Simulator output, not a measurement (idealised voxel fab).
Process module name: voxel self aligned contacts
It is cross-section cut that appears here, measuring 200 nm in width, its square cells being 5 nm in size.
Cross-section spec: square-cell grid; bands listed top down; each band is one or more rows.
Top height, bottom height, nm. Materials left to right, width each, nm. Single material + "edge to edge" = fills band edge to edge. "empty" = empty.
It should be noted that heights are counted from 0, beneath which the wafer as supplied is of one material throughout, and that the lowest band possesses no lower boundary but continues downward, as written in "0..down".
You'd read "30 to 40" like this: the band's top row of cells is as wide as the first number, its bottom row is as wide as the second, and going down, every row changes width by the same amount as the row before did.
Where the words "no alterations made" appear for a step, the cross-section shows no cell changed by that step; every cell remained as before.
The entry titled "Closed internal voids" provides the empty spaces that have no open way to the top, restricted to those of 8 cells or more. Each is presented as width x height at distance, the distance being measured from the left edge, with all three in nm.
Formally, on a step line, whatever follows the settings is a remark that the simulator itself makes on the step.
The setting "overlay nm" may be written on the line of a step. When the step uses a mask, the value reports how far to the right of the planned place the mask lay, and a negative value reports that it lay to the left.
In what follows, pairs of cross-sections are presented, each taken before and after one process step, with the after cross-section shown only down to the lowest band that was altered; the step, together with its settings, is stated below the pair. The pairs may stem from different runs of this module on the same starting wafer; accordingly, a pair should be taken as continuing from the one above it solely where its entry headed "Before the process" indicates as much.

[Before the process]
  25..0 | polySi edge to edge
  0..-5 | SiO2 edge to edge
  -5..down | Si edge to edge
  Closed internal voids: none

[Step Result]
  50..25 | SiN edge to edge
  At heights below 25, the structure remains unaltered.
  Closed internal voids: none
Looking at the two cross-sections above, the step in the middle is DIRECTIONAL_DEP, material SiN, thk nm 25

Before the process: For the state before this step, see the after cross-section of the pair located directly above.

[Step Result]
  50..30 | empty: 15, SiN: 25, empty: 45, SiN: 25, empty: 45, SiN: 25, empty: 20
  At heights below 30, the structure remains unaltered.
  Closed internal voids: none
Looking at the two cross-sections above, the step in the middle is MASKED_ETCH, tone cover, mask id GATE, width nm 25, pitch nm 70, etch materials SiN, depth nm 20, overlay nm 0

Before the process: For the state before this step, see the after cross-section of the pair located directly above.

[Step Result]
  60..40 | empty: 5, SiN: 45, empty: 25, SiN: 45, empty: 25, SiN: 45, empty: 10
  40..25 | SiN edge to edge
  At heights below 25, the structure remains unaltered.
  Closed internal voids: none
Looking at the two cross-sections above, the step in the middle is CONFORMAL_DEP, material SiN, thk nm 10

Before the process: For the state before this step, see the after cross-section of the pair located directly above.

[Step Result]
  50..30 | empty: 5, SiN: 45, empty: 25, SiN: 45, empty: 25, SiN: 45, empty: 10
  At heights below 30, the structure remains unaltered.
  Closed internal voids: none
Looking at the two cross-sections above, the step in the middle is DIRECTIONAL_ETCH, etch materials SiN, depth nm 10

Before the process: For the state before this step, see the after cross-section of the pair located directly above.

[Step Result]
  65..50 | SiO2 edge to edge
  50..30 | SiO2: 5, SiN: 45, SiO2: 25, SiN: 45, SiO2: 25, SiN: 45, SiO2: 10
  At heights below 30, the structure remains unaltered.
  Closed internal voids: none
Looking at the two cross-sections above, the step in the middle is FILL_DEP, material SiO2, thk nm 15

Before the process: For the state before this step, see the after cross-section of the pair located directly above.

[Step Result]
  55..50 | SiO2 edge to edge
  At heights below 50, the structure remains unaltered.
  Closed internal voids: none
Looking at the two cross-sections above, the step in the middle is CMP, height nm 55

Before the process: For the state before this step, see the after cross-section of the pair located directly above.

[Step Result]
  65..55 | aC edge to edge
  At heights below 55, the structure remains unaltered.
  Closed internal voids: none
Looking at the two cross-sections above, the step in the middle is DIRECTIONAL_DEP, material aC, thk nm 10

Before the process: For the state before this step, see the after cross-section of the pair located directly above.

[Step Result]
  90..65 | resist: 35, empty: 55, resist: 15, empty: 55, resist: 40
  At heights below 65, the structure remains unaltered.
  Closed internal voids: none
Looking at the two cross-sections above, the step in the middle is PATTERN, tone open, mask id CONTACT, material resist, width nm 55, pitch nm 70, thk nm 25, overlay nm 0

Before the process: For the state before this step, see the after cross-section of the pair located directly above.

[Step Result]
  80..65 | resist: 35, empty: 55, resist: 15, empty: 55, resist: 40
  65..55 | aC: 35, empty: 55, aC: 15, empty: 55, aC: 40
  At heights below 55, the structure remains unaltered.
  Closed internal voids: none
Looking at the two cross-sections above, the step in the middle is DIRECTIONAL_ETCH, etch materials aC, depth nm 10

Before the process: For the state before this step, see the after cross-section of the pair located directly above.

[Step Result]
  65..55 | aC: 35, empty: 55, aC: 15, empty: 55, aC: 40
  At heights below 55, the structure remains unaltered.
  Closed internal voids: none
Looking at the two cross-sections above, the step in the middle is STRIP, etch materials resist

Before the process: For the state before this step, see the after cross-section of the pair located directly above.

[Step Result]
  65..55 | aC: 35, empty: 55, aC: 15, empty: 55, aC: 40
  55..50 | SiO2: 35, empty: 55, SiO2: 15, empty: 55, SiO2: 40
  50..30 | SiO2: 5, SiN: 45, empty: 25, SiN: 45, empty: 25, SiN: 45, SiO2: 10
  At heights below 30, the structure remains unaltered.
  Closed internal voids: none
Looking at the two cross-sections above, the step in the middle is DIRECTIONAL_ETCH, etch materials SiO2, depth nm 60

Before the process: For the state before this step, see the after cross-section of the pair located directly above.

[Step Result]
  55..50 | SiO2: 35, empty: 55, SiO2: 15, empty: 55, SiO2: 40
  At heights below 50, the structure remains unaltered.
  Closed internal voids: none
Looking at the two cross-sections above, the step in the middle is STRIP, etch materials aC

Before the process: For the state before this step, see the after cross-section of the pair located directly above.

[Step Result]
  60..55 | TiN: 40, empty: 45, TiN: 25, empty: 45, TiN: 45
  55..50 | SiO2: 35, TiN: 20, empty: 15, TiN: 20, SiO2: 15, TiN: 20, empty: 15, TiN: 20, SiO2: 40
  50..35 | SiO2: 5, SiN: 45, TiN: 5, empty: 15, TiN: 5, SiN: 45, TiN: 5, empty: 15, TiN: 5, SiN: 45, SiO2: 10
  35..30 | SiO2: 5, SiN: 45, TiN: 25, SiN: 45, TiN: 25, SiN: 45, SiO2: 10
  At heights below 30, the structure remains unaltered.
  Closed internal voids: none
Looking at the two cross-sections above, the step in the middle is CONFORMAL_DEP, material TiN, thk nm 5

Before the process: For the state before this step, see the after cross-section of the pair located directly above.

[Step Result]
  65..60 | W edge to edge
  60..55 | TiN: 40, W: 45, TiN: 25, W: 45, TiN: 45
  55..50 | SiO2: 35, TiN: 20, W: 15, TiN: 20, SiO2: 15, TiN: 20, W: 15, TiN: 20, SiO2: 40
  50..35 | SiO2: 5, SiN: 45, TiN: 5, W: 15, TiN: 5, SiN: 45, TiN: 5, W: 15, TiN: 5, SiN: 45, SiO2: 10
  At heights below 35, the structure remains unaltered.
  Closed internal voids: none
Looking at the two cross-sections above, the step in the middle is FILL_DEP, material W, thk nm 5

Before the process: For the state before this step, see the after cross-section of the pair located directly above.

[Step Result]
  55..50 | SiO2: 35, TiN: 20, W: 15, TiN: 20, SiO2: 15, TiN: 20, W: 15, TiN: 20, SiO2: 40
  At heights below 50, the structure remains unaltered.
  Closed internal voids: none
Looking at the two cross-sections above, the step in the middle is CMP, height nm 55

Before the process: For the state before this step, see the after cross-section of the pair located directly above.

[Step Result]
  60..55 | SiCN edge to edge
  At heights below 55, the structure remains unaltered.
  Closed internal voids: none
Looking at the two cross-sections above, the step in the middle is CONFORMAL_DEP, material SiCN, thk nm 5

[Before the process]
  45..25 | SiN edge to edge
  25..0 | polySi edge to edge
  0..-5 | SiO2 edge to edge
  -5..down | Si edge to edge
  Closed internal voids: none

[Step Result]
  45..25 | empty: 15, SiN: 30, empty: 40, SiN: 30, empty: 40, SiN: 30, empty: 15
  At heights below 25, the structure remains unaltered.
  Closed internal voids: none
Looking at the two cross-sections above, the step in the middle is MASKED_ETCH, tone cover, mask id GATE, width nm 30, pitch nm 70, etch materials SiN, depth nm 20, overlay nm 0

Before the process: For the state before this step, see the after cross-section of the pair located directly above.

[Step Result]
  45..25 | empty: 15, SiN: 30, empty: 40, SiN: 30, empty: 40, SiN: 30, empty: 15
  25..0 | empty: 15, polySi: 30, empty: 40, polySi: 30, empty: 40, polySi: 30, empty: 15
  At heights below 0, the structure remains unaltered.
  Closed internal voids: none
Looking at the two cross-sections above, the step in the middle is MASKED_ETCH, tone cover, mask id GATE, width nm 25, pitch nm 70, etch materials polySi, depth nm 25, overlay nm 0

Before the process: For the state before this step, see the after cross-section of the pair located directly above.

[Step Result]
  55..25 | empty: 5, SiN: 50, empty: 20, SiN: 50, empty: 20, SiN: 50, empty: 5
  25..10 | empty: 5, SiN: 10, polySi: 30, SiN: 10, empty: 20, SiN: 10, polySi: 30, SiN: 10, empty: 20, SiN: 10, polySi: 30, SiN: 10, empty: 5
  10..0 | SiN: 15, polySi: 30, SiN: 40, polySi: 30, SiN: 40, polySi: 30, SiN: 15
  At heights below 0, the structure remains unaltered.
  Closed internal voids: none
Looking at the two cross-sections above, the step in the middle is CONFORMAL_DEP, material SiN, thk nm 10

Before the process: For the state before this step, see the after cross-section of the pair located directly above.

[Step Result]
  45..25 | empty: 5, SiN: 50, empty: 20, SiN: 50, empty: 20, SiN: 50, empty: 5
  25..0 | empty: 5, SiN: 10, polySi: 30, SiN: 10, empty: 20, SiN: 10, polySi: 30, SiN: 10, empty: 20, SiN: 10, polySi: 30, SiN: 10, empty: 5
  At heights below 0, the structure remains unaltered.
  Closed internal voids: none
Looking at the two cross-sections above, the step in the middle is DIRECTIONAL_ETCH, etch materials SiN, depth nm 10

Before the process: For the state before this step, see the after cross-section of the pair located directly above.

[Step Result]
  60..45 | SiO2 edge to edge
  45..25 | SiO2: 5, SiN: 50, SiO2: 20, SiN: 50, SiO2: 20, SiN: 50, SiO2: 5
  25..0 | SiO2: 5, SiN: 10, polySi: 30, SiN: 10, SiO2: 20, SiN: 10, polySi: 30, SiN: 10, SiO2: 20, SiN: 10, polySi: 30, SiN: 10, SiO2: 5
  At heights below 0, the structure remains unaltered.
  Closed internal voids: none
Looking at the two cross-sections above, the step in the middle is FILL_DEP, material SiO2, thk nm 15

Before the process: For the state before this step, see the after cross-section of the pair located directly above.

[Step Result]
  55..45 | SiO2 edge to edge
  At heights below 45, the structure remains unaltered.
  Closed internal voids: none
Looking at the two cross-sections above, the step in the middle is CMP, height nm 55

Before the process: For the state before this step, see the after cross-section of the pair located directly above.

[Step Result]
  65..55 | aC edge to edge
  At heights below 55, the structure remains unaltered.
  Closed internal voids: none
Looking at the two cross-sections above, the step in the middle is DIRECTIONAL_DEP, material aC, thk nm 10

Before the process: For the state before this step, see the after cross-section of the pair located directly above.

[Step Result]
  90..65 | resist: 35, empty: 55, resist: 15, empty: 55, resist: 40
  At heights below 65, the structure remains unaltered.
  Closed internal voids: none
Looking at the two cross-sections above, the step in the middle is PATTERN, tone open, mask id CONTACT, material resist, width nm 55, pitch nm 70, thk nm 25, overlay nm 0

Before the process: For the state before this step, see the after cross-section of the pair located directly above.

[Step Result]
  80..65 | resist: 35, empty: 55, resist: 15, empty: 55, resist: 40
  65..55 | aC: 35, empty: 55, aC: 15, empty: 55, aC: 40
  At heights below 55, the structure remains unaltered.
  Closed internal voids: none
Looking at the two cross-sections above, the step in the middle is DIRECTIONAL_ETCH, etch materials aC, depth nm 10

Before the process: For the state before this step, see the after cross-section of the pair located directly above.

[Step Result]
  65..55 | aC: 35, empty: 55, aC: 15, empty: 55, aC: 40
  At heights below 55, the structure remains unaltered.
  Closed internal voids: none
Looking at the two cross-sections above, the step in the middle is STRIP, etch materials resist

Before the process: For the state before this step, see the after cross-section of the pair located directly above.

[Step Result]
  65..55 | aC: 35, empty: 55, aC: 15, empty: 55, aC: 40
  55..45 | SiO2: 35, empty: 55, SiO2: 15, empty: 55, SiO2: 40
  45..25 | SiO2: 5, SiN: 50, empty: 20, SiN: 50, empty: 20, SiN: 50, SiO2: 5
  25..0 | SiO2: 5, SiN: 10, polySi: 30, SiN: 10, empty: 20, SiN: 10, polySi: 30, SiN: 10, empty: 20, SiN: 10, polySi: 30, SiN: 10, SiO2: 5
  0..-5 | SiO2: 55, empty: 20, SiO2: 50, empty: 20, SiO2: 55
  At heights below -5, the structure remains unaltered.
  Closed internal voids: none
Looking at the two cross-sections above, the step in the middle is DIRECTIONAL_ETCH, etch materials SiO2, depth nm 60

Before the process: For the state before this step, see the after cross-section of the pair located directly above.

[Step Result]
  55..45 | SiO2: 35, empty: 55, SiO2: 15, empty: 55, SiO2: 40
  At heights below 45, the structure remains unaltered.
  Closed internal voids: none
Looking at the two cross-sections above, the step in the middle is STRIP, etch materials aC

Before the process: For the state before this step, see the after cross-section of the pair located directly above.

[Step Result]
  60..55 | TiN: 40, empty: 45, TiN: 25, empty: 45, TiN: 45
  55..45 | SiO2: 35, TiN: 5 to 25, empty: 45 to 10, TiN: 5 to 20, SiO2: 15, TiN: 5 to 25, empty: 45 to 10, TiN: 5 to 20, SiO2: 40
  45..25 | SiO2: 5, SiN: 50, TiN: 5, empty: 10, TiN: 5, SiN: 50, TiN: 5, empty: 10, TiN: 5, SiN: 50, SiO2: 5
  25..0 | SiO2: 5, SiN: 10, polySi: 30, SiN: 10, TiN: 5, empty: 10, TiN: 5, SiN: 10, polySi: 30, SiN: 10, TiN: 5, empty: 10, TiN: 5, SiN: 10, polySi: 30, SiN: 10, SiO2: 5
  0..-5 | SiO2: 55, TiN: 20, SiO2: 50, TiN: 20, SiO2: 55
  At heights below -5, the structure remains unaltered.
  Closed internal voids: none
Looking at the two cross-sections above, the step in the middle is CONFORMAL_DEP, material TiN, thk nm 5

Before the process: For the state before this step, see the after cross-section of the pair located directly above.

[Step Result]
  65..60 | W edge to edge
  60..55 | TiN: 40, W: 45, TiN: 25, W: 45, TiN: 45
  55..45 | SiO2: 35, TiN: 5 to 25, W: 45 to 10, TiN: 5 to 20, SiO2: 15, TiN: 5 to 25, W: 45 to 10, TiN: 5 to 20, SiO2: 40
  45..25 | SiO2: 5, SiN: 50, TiN: 5, W: 10, TiN: 5, SiN: 50, TiN: 5, W: 10, TiN: 5, SiN: 50, SiO2: 5
  25..0 | SiO2: 5, SiN: 10, polySi: 30, SiN: 10, TiN: 5, W: 10, TiN: 5, SiN: 10, polySi: 30, SiN: 10, TiN: 5, W: 10, TiN: 5, SiN: 10, polySi: 30, SiN: 10, SiO2: 5
  At heights below 0, the structure remains unaltered.
  Closed internal voids: none
Looking at the two cross-sections above, the step in the middle is FILL_DEP, material W, thk nm 5

Before the process: For the state before this step, see the after cross-section of the pair located directly above.

[Step Result]
  55..45 | SiO2: 35, TiN: 5 to 25, W: 45 to 10, TiN: 5 to 20, SiO2: 15, TiN: 5 to 25, W: 45 to 10, TiN: 5 to 20, SiO2: 40
  At heights below 45, the structure remains unaltered.
  Closed internal voids: none
Looking at the two cross-sections above, the step in the middle is CMP, height nm 55

Before the process: For the state before this step, see the after cross-section of the pair located directly above.

[Step Result]
  60..55 | SiCN edge to edge
  At heights below 55, the structure remains unaltered.
  Closed internal voids: none
Looking at the two cross-sections above, the step in the middle is CONFORMAL_DEP, material SiCN, thk nm 5

[Before the process]
  65..55 | aC edge to edge
  55..45 | SiO2 edge to edge
  45..25 | SiO2: 5, SiN: 45, SiO2: 25, SiN: 45, SiO2: 25, SiN: 45, SiO2: 10
  25..0 | SiO2: 5, SiN: 10, polySi: 25, SiN: 10, SiO2: 25, SiN: 10, polySi: 25, SiN: 10, SiO2: 25, SiN: 10, polySi: 25, SiN: 10, SiO2: 10
  0..-5 | SiO2 edge to edge
  -5..down | Si edge to edge
  Closed internal voids: none

[Step Result]
  90..65 | resist: 45, empty: 55, resist: 15, empty: 55, resist: 30
  At heights below 65, the structure remains unaltered.
  Closed internal voids: none
Looking at the two cross-sections above, the step in the middle is PATTERN, tone open, mask id CONTACT, material resist, width nm 55, pitch nm 70, thk nm 25, overlay nm 10

Before the process: For the state before this step, see the after cross-section of the pair located directly above.

[Step Result]
  80..65 | resist: 45, empty: 55, resist: 15, empty: 55, resist: 30
  65..55 | aC: 45, empty: 55, aC: 15, empty: 55, aC: 30
  At heights below 55, the structure remains unaltered.
  Closed internal voids: none
Looking at the two cross-sections above, the step in the middle is DIRECTIONAL_ETCH, etch materials aC, depth nm 10

Before the process: For the state before this step, see the after cross-section of the pair located directly above.

[Step Result]
  65..55 | aC: 45, empty: 55, aC: 15, empty: 55, aC: 30
  At heights below 55, the structure remains unaltered.
  Closed internal voids: none
Looking at the two cross-sections above, the step in the middle is STRIP, etch materials resist

Before the process: For the state before this step, see the after cross-section of the pair located directly above.

[Step Result]
  65..55 | aC: 45, empty: 55, aC: 15, empty: 55, aC: 30
  55..45 | SiO2: 45, empty: 55, SiO2: 15, empty: 55, SiO2: 30
  45..25 | SiO2: 5, SiN: 45, empty: 25, SiN: 45, empty: 25, SiN: 45, SiO2: 10
  25..0 | SiO2: 5, SiN: 10, polySi: 25, SiN: 10, empty: 25, SiN: 10, polySi: 25, SiN: 10, empty: 25, SiN: 10, polySi: 25, SiN: 10, SiO2: 10
  0..-5 | SiO2: 50, empty: 25, SiO2: 45, empty: 25, SiO2: 55
  At heights below -5, the structure remains unaltered.
  Closed internal voids: none
Looking at the two cross-sections above, the step in the middle is DIRECTIONAL_ETCH, etch materials SiO2, depth nm 60

Before the process: For the state before this step, see the after cross-section of the pair located directly above.

[Step Result]
  55..45 | SiO2: 45, empty: 55, SiO2: 15, empty: 55, SiO2: 30
  At heights below 45, the structure remains unaltered.
  Closed internal voids: none
Looking at the two cross-sections above, the step in the middle is STRIP, etch materials aC

Before the process: For the state before this step, see the after cross-section of the pair located directly above.

[Step Result]
  60..55 | TiN: 50, empty: 45, TiN: 25, empty: 45, TiN: 35
  55..45 | SiO2: 45, TiN: 5 to 10, empty: 45 to 15, TiN: 5 to 30, SiO2: 15, TiN: 5 to 10, empty: 45 to 15, TiN: 5 to 30, SiO2: 30
  45..25 | SiO2: 5, SiN: 45, TiN: 5, empty: 15, TiN: 5, SiN: 45, TiN: 5, empty: 15, TiN: 5, SiN: 45, SiO2: 10
  25..0 | SiO2: 5, SiN: 10, polySi: 25, SiN: 10, TiN: 5, empty: 15, TiN: 5, SiN: 10, polySi: 25, SiN: 10, TiN: 5, empty: 15, TiN: 5, SiN: 10, polySi: 25, SiN: 10, SiO2: 10
  0..-5 | SiO2: 50, TiN: 25, SiO2: 45, TiN: 25, SiO2: 55
  At heights below -5, the structure remains unaltered.
  Closed internal voids: none
Looking at the two cross-sections above, the step in the middle is CONFORMAL_DEP, material TiN, thk nm 5

Before the process: For the state before this step, see the after cross-section of the pair located directly above.

[Step Result]
  65..60 | W edge to edge
  60..55 | TiN: 50, W: 45, TiN: 25, W: 45, TiN: 35
  55..45 | SiO2: 45, TiN: 5 to 10, W: 45 to 15, TiN: 5 to 30, SiO2: 15, TiN: 5 to 10, W: 45 to 15, TiN: 5 to 30, SiO2: 30
  45..25 | SiO2: 5, SiN: 45, TiN: 5, W: 15, TiN: 5, SiN: 45, TiN: 5, W: 15, TiN: 5, SiN: 45, SiO2: 10
  25..0 | SiO2: 5, SiN: 10, polySi: 25, SiN: 10, TiN: 5, W: 15, TiN: 5, SiN: 10, polySi: 25, SiN: 10, TiN: 5, W: 15, TiN: 5, SiN: 10, polySi: 25, SiN: 10, SiO2: 10
  At heights below 0, the structure remains unaltered.
  Closed internal voids: none
Looking at the two cross-sections above, the step in the middle is FILL_DEP, material W, thk nm 5

Before the process: For the state before this step, see the after cross-section of the pair located directly above.

[Step Result]
  55..45 | SiO2: 45, TiN: 5 to 10, W: 45 to 15, TiN: 5 to 30, SiO2: 15, TiN: 5 to 10, W: 45 to 15, TiN: 5 to 30, SiO2: 30
  At heights below 45, the structure remains unaltered.
  Closed internal voids: none
Looking at the two cross-sections above, the step in the middle is CMP, height nm 55

Before the process: For the state before this step, see the after cross-section of the pair located directly above.

[Step Result]
  60..55 | SiCN edge to edge
  At heights below 55, the structure remains unaltered.
  Closed internal voids: none
Looking at the two cross-sections above, the step in the middle is CONFORMAL_DEP, material SiCN, thk nm 5

[Before the process]
  0..-5 | SiO2 edge to edge
  -5..down | Si edge to edge
  Closed internal voids: none

[Step Result]
  25..-5 | SiO2 edge to edge
  At heights below -5, the structure remains unaltered.
  Closed internal voids: none
Looking at the two cross-sections above, the step in the middle is DIRECTIONAL_DEP, material SiO2, thk nm 25

Before the process: For the state before this step, see the after cross-section of the pair located directly above.

[Step Result]
  45..25 | SiN edge to edge
  At heights below 25, the structure remains unaltered.
  Closed internal voids: none
Looking at the two cross-sections above, the step in the middle is DIRECTIONAL_DEP, material SiN, thk nm 20

Before the process: For the state before this step, see the after cross-section of the pair located directly above.

[Step Result]
  45..25 | empty: 15, SiN: 25, empty: 45, SiN: 25, empty: 45, SiN: 25, empty: 20
  At heights below 25, the structure remains unaltered.
  Closed internal voids: none
Looking at the two cross-sections above, the step in the middle is MASKED_ETCH, tone cover, mask id GATE, width nm 25, pitch nm 70, etch materials SiN, depth nm 20, overlay nm 0

Before the process: For the state before this step, see the after cross-section of the pair located directly above.

[Step Result]
  55..35 | empty: 5, SiN: 45, empty: 25, SiN: 45, empty: 25, SiN: 45, empty: 10
  35..25 | SiN edge to edge
  At heights below 25, the structure remains unaltered.
  Closed internal voids: none
Looking at the two cross-sections above, the step in the middle is CONFORMAL_DEP, material SiN, thk nm 10

Before the process: For the state before this step, see the after cross-section of the pair located directly above.

[Step Result]
  45..25 | empty: 5, SiN: 45, empty: 25, SiN: 45, empty: 25, SiN: 45, empty: 10
  At heights below 25, the structure remains unaltered.
  Closed internal voids: none
Looking at the two cross-sections above, the step in the middle is DIRECTIONAL_ETCH, etch materials SiN, depth nm 10

Before the process: For the state before this step, see the after cross-section of the pair located directly above.

[Step Result]
  60..45 | SiO2 edge to edge
  45..25 | SiO2: 5, SiN: 45, SiO2: 25, SiN: 45, SiO2: 25, SiN: 45, SiO2: 10
  At heights below 25, the structure remains unaltered.
  Closed internal voids: none
Looking at the two cross-sections above, the step in the middle is FILL_DEP, material SiO2, thk nm 15

Before the process: For the state before this step, see the after cross-section of the pair located directly above.

[Step Result]
  55..45 | SiO2 edge to edge
  At heights below 45, the structure remains unaltered.
  Closed internal voids: none
Looking at the two cross-sections above, the step in the middle is CMP, height nm 55

Before the process: For the state before this step, see the after cross-section of the pair located directly above.

[Step Result]
  65..55 | aC edge to edge
  At heights below 55, the structure remains unaltered.
  Closed internal voids: none
Looking at the two cross-sections above, the step in the middle is DIRECTIONAL_DEP, material aC, thk nm 10

Before the process: For the state before this step, see the after cross-section of the pair located directly above.

[Step Result]
  90..65 | resist: 35, empty: 55, resist: 15, empty: 55, resist: 40
  At heights below 65, the structure remains unaltered.
  Closed internal voids: none
Looking at the two cross-sections above, the step in the middle is PATTERN, tone open, mask id CONTACT, material resist, width nm 55, pitch nm 70, thk nm 25, overlay nm 0

Before the process: For the state before this step, see the after cross-section of the pair located directly above.

[Step Result]
  80..65 | resist: 35, empty: 55, resist: 15, empty: 55, resist: 40
  65..55 | aC: 35, empty: 55, aC: 15, empty: 55, aC: 40
  At heights below 55, the structure remains unaltered.
  Closed internal voids: none
Looking at the two cross-sections above, the step in the middle is DIRECTIONAL_ETCH, etch materials aC, depth nm 10

Before the process: For the state before this step, see the after cross-section of the pair located directly above.

[Step Result]
  65..55 | aC: 35, empty: 55, aC: 15, empty: 55, aC: 40
  At heights below 55, the structure remains unaltered.
  Closed internal voids: none
Looking at the two cross-sections above, the step in the middle is STRIP, etch materials resist

Before the process: For the state before this step, see the after cross-section of the pair located directly above.

[Step Result]
  65..55 | aC: 35, empty: 55, aC: 15, empty: 55, aC: 40
  55..45 | SiO2: 35, empty: 55, SiO2: 15, empty: 55, SiO2: 40
  45..25 | SiO2: 5, SiN: 45, empty: 25, SiN: 45, empty: 25, SiN: 45, SiO2: 10
  25..-5 | SiO2: 50, empty: 25, SiO2: 45, empty: 25, SiO2: 55
  At heights below -5, the structure remains unaltered.
  Closed internal voids: none
Looking at the two cross-sections above, the step in the middle is DIRECTIONAL_ETCH, etch materials SiO2, depth nm 60

Before the process: For the state before this step, see the after cross-section of the pair located directly above.

[Step Result]
  55..45 | SiO2: 35, empty: 55, SiO2: 15, empty: 55, SiO2: 40
  At heights below 45, the structure remains unaltered.
  Closed internal voids: none
Looking at the two cross-sections above, the step in the middle is STRIP, etch materials aC

Before the process: For the state before this step, see the after cross-section of the pair located directly above.

[Step Result]
  60..55 | TiN: 40, empty: 45, TiN: 25, empty: 45, TiN: 45
  55..45 | SiO2: 35, TiN: 5 to 20, empty: 45 to 15, TiN: 5 to 20, SiO2: 15, TiN: 5 to 20, empty: 45 to 15, TiN: 5 to 20, SiO2: 40
  45..25 | SiO2: 5, SiN: 45, TiN: 5, empty: 15, TiN: 5, SiN: 45, TiN: 5, empty: 15, TiN: 5, SiN: 45, SiO2: 10
  25..0 | SiO2: 50, TiN: 5, empty: 15, TiN: 5, SiO2: 45, TiN: 5, empty: 15, TiN: 5, SiO2: 55
  0..-5 | SiO2: 50, TiN: 25, SiO2: 45, TiN: 25, SiO2: 55
  At heights below -5, the structure remains unaltered.
  Closed internal voids: none
Looking at the two cross-sections above, the step in the middle is CONFORMAL_DEP, material TiN, thk nm 5

Before the process: For the state before this step, see the after cross-section of the pair located directly above.

[Step Result]
  65..60 | W edge to edge
  60..55 | TiN: 40, W: 45, TiN: 25, W: 45, TiN: 45
  55..45 | SiO2: 35, TiN: 5 to 20, W: 45 to 15, TiN: 5 to 20, SiO2: 15, TiN: 5 to 20, W: 45 to 15, TiN: 5 to 20, SiO2: 40
  45..25 | SiO2: 5, SiN: 45, TiN: 5, W: 15, TiN: 5, SiN: 45, TiN: 5, W: 15, TiN: 5, SiN: 45, SiO2: 10
  25..0 | SiO2: 50, TiN: 5, W: 15, TiN: 5, SiO2: 45, TiN: 5, W: 15, TiN: 5, SiO2: 55
  At heights below 0, the structure remains unaltered.
  Closed internal voids: none
Looking at the two cross-sections above, the step in the middle is FILL_DEP, material W, thk nm 5

Before the process: For the state before this step, see the after cross-section of the pair located directly above.

[Step Result]
  55..45 | SiO2: 35, TiN: 5 to 20, W: 45 to 15, TiN: 5 to 20, SiO2: 15, TiN: 5 to 20, W: 45 to 15, TiN: 5 to 20, SiO2: 40
  At heights below 45, the structure remains unaltered.
  Closed internal voids: none
Looking at the two cross-sections above, the step in the middle is CMP, height nm 55

Before the process: For the state before this step, see the after cross-section of the pair located directly above.

[Step Result]
  60..55 | SiCN edge to edge
  At heights below 55, the structure remains unaltered.
  Closed internal voids: none
Looking at the two cross-sections above, the step in the middle is CONFORMAL_DEP, material SiCN, thk nm 5

[Before the process]
  65..55 | aC edge to edge
  55..45 | SiO2 edge to edge
  45..25 | SiO2: 5, SiN: 45, SiO2: 25, SiN: 45, SiO2: 25, SiN: 45, SiO2: 10
  25..0 | SiO2: 5, SiN: 10, polySi: 25, SiN: 10, SiO2: 25, SiN: 10, polySi: 25, SiN: 10, SiO2: 25, SiN: 10, polySi: 25, SiN: 10, SiO2: 10
  0..-5 | SiO2 edge to edge
  -5..down | Si edge to edge
  Closed internal voids: none

[Step Result]
  90..65 | empty: 35, resist: 55, empty: 15, resist: 55, empty: 40
  At heights below 65, the structure remains unaltered.
  Closed internal voids: none
Looking at the two cross-sections above, the step in the middle is PATTERN, tone cover, mask id CONTACT, material resist, width nm 55, pitch nm 70, thk nm 25, overlay nm 0

Before the process: For the state before this step, see the after cross-section of the pair located directly above.

[Step Result]
  80..65 | empty: 35, resist: 55, empty: 15, resist: 55, empty: 40
  65..55 | empty: 35, aC: 55, empty: 15, aC: 55, empty: 40
  At heights below 55, the structure remains unaltered.
  Closed internal voids: none
Looking at the two cross-sections above, the step in the middle is DIRECTIONAL_ETCH, etch materials aC, depth nm 10

Before the process: For the state before this step, see the after cross-section of the pair located directly above.

[Step Result]
  65..55 | empty: 35, aC: 55, empty: 15, aC: 55, empty: 40
  At heights below 55, the structure remains unaltered.
  Closed internal voids: none
Looking at the two cross-sections above, the step in the middle is STRIP, etch materials resist

Before the process: For the state before this step, see the after cross-section of the pair located directly above.

[Step Result]
  65..55 | empty: 35, aC: 55, empty: 15, aC: 55, empty: 40
  55..45 | empty: 35, SiO2: 55, empty: 15, SiO2: 55, empty: 40
  45..25 | empty: 5, SiN: 45, SiO2: 25, SiN: 45, SiO2: 25, SiN: 45, empty: 10
  25..0 | empty: 5, SiN: 10, polySi: 25, SiN: 10, SiO2: 25, SiN: 10, polySi: 25, SiN: 10, SiO2: 25, SiN: 10, polySi: 25, SiN: 10, empty: 10
  0..-5 | empty: 5, SiO2: 185, empty: 10
  At heights below -5, the structure remains unaltered.
  Closed internal voids: none
Looking at the two cross-sections above, the step in the middle is DIRECTIONAL_ETCH, etch materials SiO2, depth nm 60

Before the process: For the state before this step, see the after cross-section of the pair located directly above.

[Step Result]
  55..45 | empty: 35, SiO2: 55, empty: 15, SiO2: 55, empty: 40
  At heights below 45, the structure remains unaltered.
  Closed internal voids: none
Looking at the two cross-sections above, the step in the middle is STRIP, etch materials aC

Before the process: For the state before this step, see the after cross-section of the pair located directly above.

[Step Result]
  60..55 | empty: 30, TiN: 65, empty: 5, TiN: 65, empty: 35
  55..50 | empty: 30, TiN: 5, SiO2: 55, TiN: 5, empty: 5, TiN: 5, SiO2: 55, TiN: 5, empty: 35
  50..45 | TiN: 35, SiO2: 55, TiN: 15, SiO2: 55, TiN: 35, empty: 5
  45..25 | TiN: 5, SiN: 45, SiO2: 25, SiN: 45, SiO2: 25, SiN: 45, TiN: 5, empty: 5
  25..0 | TiN: 5, SiN: 10, polySi: 25, SiN: 10, SiO2: 25, SiN: 10, polySi: 25, SiN: 10, SiO2: 25, SiN: 10, polySi: 25, SiN: 10, TiN: 5, empty: 5
  0..-5 | TiN: 5, SiO2: 185, TiN: 10
  At heights below -5, the structure remains unaltered.
  Closed internal voids: none
Looking at the two cross-sections above, the step in the middle is CONFORMAL_DEP, material TiN, thk nm 5
